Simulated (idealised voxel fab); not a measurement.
Documented hereafter: the process module known as voxel tone inversion.
Square cell edge 5 nm, section width 205 nm, ID cut.
Cross-section layout: square cells on a grid; listed as bands, top to bottom; a band spans one or more cell rows.
In this notation a band is specified by the heights of its top and bottom, in that order and in nm, after which its materials appear from left to right, each paired with its width in nm. The word "throughout" attached to a single material means that material fills the band from edge to edge; the word "blank" stands for empty space.
Ref level 0: as-received wafer is one material below here. Bottom band extends down with no lower bound ("top 0, no bottom").
A two-number width, for instance "30 to 40", indicates that the width is equal to the first number in the top row of the band and to the second number in the bottom row, and that it changes by a constant amount per row of cells.
When a step is marked "no change occurred", none of the cells in the cross-section changed during that step.
Any empty space of 8 cells or more lacking an open way to the top shows up in "Unvented internal voids" as width x height at distance, distance from the left edge, in nm.
On each step's line, the part that comes after the settings is the simulator's own comment on the step.
Among the settings permitted on a step's line is "overlay nm"; applied to a step with a mask, it specifies the extent to which the mask lay to the right of its planned position, whereas a negative figure signifies a position to the left.
## Intended process steps
1 RECEIVE: material Si
2 CONFORMAL_DEP: material SiCN, thk nm 5
3 DIRECTIONAL_DEP: material polySi, thk nm 20
4 PATTERN: tone cover, mask id POSTS, material resist, width nm 25, pitch nm 50, thk nm 30, overlay nm 0
5 DIRECTIONAL_ETCH: etch materials polySi, depth nm 20
6 STRIP: etch materials resist
7 FILL_DEP: material SiO2, thk nm 10
8 CMP: height nm 25
9 STRIP: etch materials polySi
10 CONFORMAL_DEP: material TiN, thk nm 5
11 FILL_DEP: material Ru, thk nm 10
12 CMP: height nm 25
13 CONFORMAL_DEP: material SiCN, thk nm 5
## Incoming wafer in cross-section (state: after step 1)
  top 0, no bottom  Si throughout
  Unvented internal voids: none
## First of two wafers: cross-section at end of module, run per plan
  top 30, bottom 25  SiCN throughout
  top 25, bottom 10  SiO2 (15)  TiN (5)  Ru (15)  TiN (5)  SiO2 (25)  TiN (5)  Ru (15)  TiN (5)  SiO2 (25)  TiN (5)  Ru (15)  TiN (5)  SiO2 (25)  TiN (5)  Ru (15)  TiN (5)  SiO2 (15)
  top 10, bottom 5  SiO2 (15)  TiN (25)  SiO2 (25)  TiN (25)  SiO2 (25)  TiN (25)  SiO2 (25)  TiN (25)  SiO2 (15)
  top 5, bottom 0  SiCN throughout
  top 0, no bottom  Si throughout
  Unvented internal voids: none
## End of module, second wafer, cross-section. Started like the first, planned like the first, run with one mistake
  top 30, bottom 25  SiCN throughout
  top 25, bottom 10  SiO2 (20)  Ru (15)  SiO2 (35)  Ru (15)  SiO2 (35)  Ru (15)  SiO2 (35)  Ru (15)  SiO2 (20)
  top 10, bottom 5  SiO2 throughout
  top 5, bottom 0  SiCN throughout
  top 0, no bottom  Si throughout
  Unvented internal voids: none
Error vs. plan: step 10 off recipe, ran as CONFORMAL_DEP: material SiO2, thk nm 5
Wrapping up, a cell-based count of both wafers puts the second over or under the first for these materials: 44 more of SiO2 | 44 fewer of TiN
